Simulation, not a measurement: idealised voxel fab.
Documented hereafter: the process module known as voxel spacer lines.
Section cut is 220 nm wide and gridded with 5 nm square cells.
The cross-sections in this document take the form of a grid made of square cells. They are written out as bands, in order from top to bottom. Each band consists of one or more rows of cells. It is stipulated that each band's entry specify, in nanometres, the height of the top of the band and then that of its bottom, followed by the materials of the band in left-to-right sequence, each together with its width in nanometres. A single material marked by the word "everywhere" is understood to fill the band from edge to edge; the word "air" is understood to denote empty space. All heights in this document are referenced to 0, defined as the level beneath which the wafer, as received, consists entirely of one material. The lowest band is not bounded below; it extends indefinitely downward and is written in the form "0 -> down". You'd read "30->40" like this: the band's top row of cells is as wide as the first number, its bottom row is as wide as the second, and going down, every row changes width by the same amount as the row before did. The designation "nothing was modified", where it is given for a processing step, indicates that no cell of the cross-section was altered in the course of that step. The entry "Closed void entries" lists the empty spaces that cover at least 8 cells and have no open path to the top. Each is written as width x height at distance, where the distance is measured from the left edge and all three values are in nm. Read whatever lies past the settings on a step's line as the simulator's own remark about the step. overlay nm: right-of-plan distance of the mask on a masked step; negative values mean left-of-plan.

## List of planned process steps
1. RECEIVE [material Si]
2. CONFORMAL_DEP [material Al2O3] [thk nm 5]
3. DIRECTIONAL_DEP [material polySi] [thk nm 15]
4. DIRECTIONAL_DEP [material aC] [thk nm 30]
5. PATTERN [tone cover] [mask id MANDREL] [material resist] [width nm 25] [pitch nm 80] [thk nm 40] [overlay nm 0]
6. DIRECTIONAL_ETCH [etch materials aC] [depth nm 30]
7. STRIP [etch materials resist]
8. CONFORMAL_DEP [material SiN] [thk nm 15]
9. DIRECTIONAL_ETCH [etch materials SiN] [depth nm 15]
10. STRIP [etch materials aC]
11. DIRECTIONAL_ETCH [etch materials polySi] [depth nm 15]
12. STRIP [etch materials SiN]

## First wafer out of two, processed as planned

## The cross-section here shows the wafer as received, i.e. in its state after step 1
  0 -> down | Si everywhere
  Closed void entries: none

## Cross-section: wafer state after step 2
  5 -> 0 | Al2O3 everywhere
  Below 0, the layers are the same as they were.

## Cross-section: wafer state after step 3
  20 -> 5 | polySi everywhere
  Below 5, the layers are the same as they were.

## Cross-section: wafer state after step 4
  50 -> 20 | aC everywhere
  Below 20, the layers are the same as they were.

## Cross-section: wafer state after step 5
  90 -> 50 | air (15) / resist (25) / air (55) / resist (25) / air (55) / resist (25) / air (20)
  Below 50, the layers are the same as they were.

## Cross-section: wafer state after step 6
  60 -> 50 | air (15) / resist (25) / air (55) / resist (25) / air (55) / resist (25) / air (20)
  50 -> 20 | air (15) / aC (25) / air (55) / aC (25) / air (55) / aC (25) / air (20)
  Below 20, the layers are the same as they were.

## Cross-section: wafer state after step 7
  50 -> 20 | air (15) / aC (25) / air (55) / aC (25) / air (55) / aC (25) / air (20)
  Below 20, the layers are the same as they were.

## Cross-section: wafer state after step 8
  65 -> 50 | SiN (55) / air (25) / SiN (55) / air (25) / SiN (55) / air (5)
  50 -> 35 | SiN (15) / aC (25) / SiN (15) / air (25) / SiN (15) / aC (25) / SiN (15) / air (25) / SiN (15) / aC (25) / SiN (15) / air (5)
  35 -> 20 | SiN (15) / aC (25) / SiN (55) / aC (25) / SiN (55) / aC (25) / SiN (20)
  Below 20, the layers are the same as they were.

## Cross-section: wafer state after step 9
  50 -> 20 | SiN (15) / aC (25) / SiN (15) / air (25) / SiN (15) / aC (25) / SiN (15) / air (25) / SiN (15) / aC (25) / SiN (15) / air (5)
  Below 20, the layers are the same as they were.

## Cross-section: wafer state after step 10
  50 -> 20 | SiN (15) / air (25) / SiN (15) / air (25) / SiN (15) / air (25) / SiN (15) / air (25) / SiN (15) / air (25) / SiN (15) / air (5)
  Below 20, the layers are the same as they were.

## Cross-section: wafer state after step 11
  50 -> 20 | SiN (15) / air (25) / SiN (15) / air (25) / SiN (15) / air (25) / SiN (15) / air (25) / SiN (15) / air (25) / SiN (15) / air (5)
  20 -> 5 | polySi (15) / air (25) / polySi (15) / air (25) / polySi (15) / air (25) / polySi (15) / air (25) / polySi (15) / air (25) / polySi (15) / air (5)
  Below 5, the layers are the same as they were.

## Cross-section: wafer state after step 12
  20 -> 5 | polySi (15) / air (25) / polySi (15) / air (25) / polySi (15) / air (25) / polySi (15) / air (25) / polySi (15) / air (25) / polySi (15) / air (5)
  Below 5, the layers are the same as they were.

## The second wafer began exactly as the first did and followed the same plan, but one mistake was made while running it; through step 4 inclusive, the two wafers are identical

## At the planned end of step 5, the second wafer in cross-section
  90 -> 50 | air (20) / resist (15) / air (65) / resist (15) / air (65) / resist (15) / air (25)
  Below 50, the layers are the same as they were.

## At the planned end of step 6, the second wafer in cross-section
  60 -> 50 | air (20) / resist (15) / air (65) / resist (15) / air (65) / resist (15) / air (25)
  50 -> 20 | air (20) / aC (15) / air (65) / aC (15) / air (65) / aC (15) / air (25)
  Below 20, the layers are the same as they were.

## At the planned end of step 7, the second wafer in cross-section
  50 -> 20 | air (20) / aC (15) / air (65) / aC (15) / air (65) / aC (15) / air (25)
  Below 20, the layers are the same as they were.

## At the planned end of step 8, the second wafer in cross-section
  65 -> 50 | air (5) / SiN (45) / air (35) / SiN (45) / air (35) / SiN (45) / air (10)
  50 -> 35 | air (5) / SiN (15) / aC (15) / SiN (15) / air (35) / SiN (15) / aC (15) / SiN (15) / air (35) / SiN (15) / aC (15) / SiN (15) / air (10)
  35 -> 20 | SiN (20) / aC (15) / SiN (65) / aC (15) / SiN (65) / aC (15) / SiN (25)
  Below 20, the layers are the same as they were.

## At the planned end of step 9, the second wafer in cross-section
  50 -> 20 | air (5) / SiN (15) / aC (15) / SiN (15) / air (35) / SiN (15) / aC (15) / SiN (15) / air (35) / SiN (15) / aC (15) / SiN (15) / air (10)
  Below 20, the layers are the same as they were.

## At the planned end of step 10, the second wafer in cross-section
  50 -> 20 | air (5) / SiN (15) / air (15) / SiN (15) / air (35) / SiN (15) / air (15) / SiN (15) / air (35) / SiN (15) / air (15) / SiN (15) / air (10)
  Below 20, the layers are the same as they were.

## At the planned end of step 11, the second wafer in cross-section
  50 -> 20 | air (5) / SiN (15) / air (15) / SiN (15) / air (35) / SiN (15) / air (15) / SiN (15) / air (35) / SiN (15) / air (15) / SiN (15) / air (10)
  20 -> 5 | air (5) / polySi (15) / air (15) / polySi (15) / air (35) / polySi (15) / air (15) / polySi (15) / air (35) / polySi (15) / air (15) / polySi (15) / air (10)
  Below 5, the layers are the same as they were.

## At the planned end of step 12, the second wafer in cross-section
  20 -> 5 | air (5) / polySi (15) / air (15) / polySi (15) / air (35) / polySi (15) / air (15) / polySi (15) / air (35) / polySi (15) / air (15) / polySi (15) / air (10)
  Below 5, the layers are the same as they were.
The mistake made against the process plan was this: contrary to plan, step 5 was performed as PATTERN [tone cover] [mask id MANDREL] [material resist] [width nm 15] [pitch nm 80] [thk nm 40] [overlay nm 0]
The concluding comparison shows that, measured in cells, each material is equally abundant on both wafers, albeit at different positions.
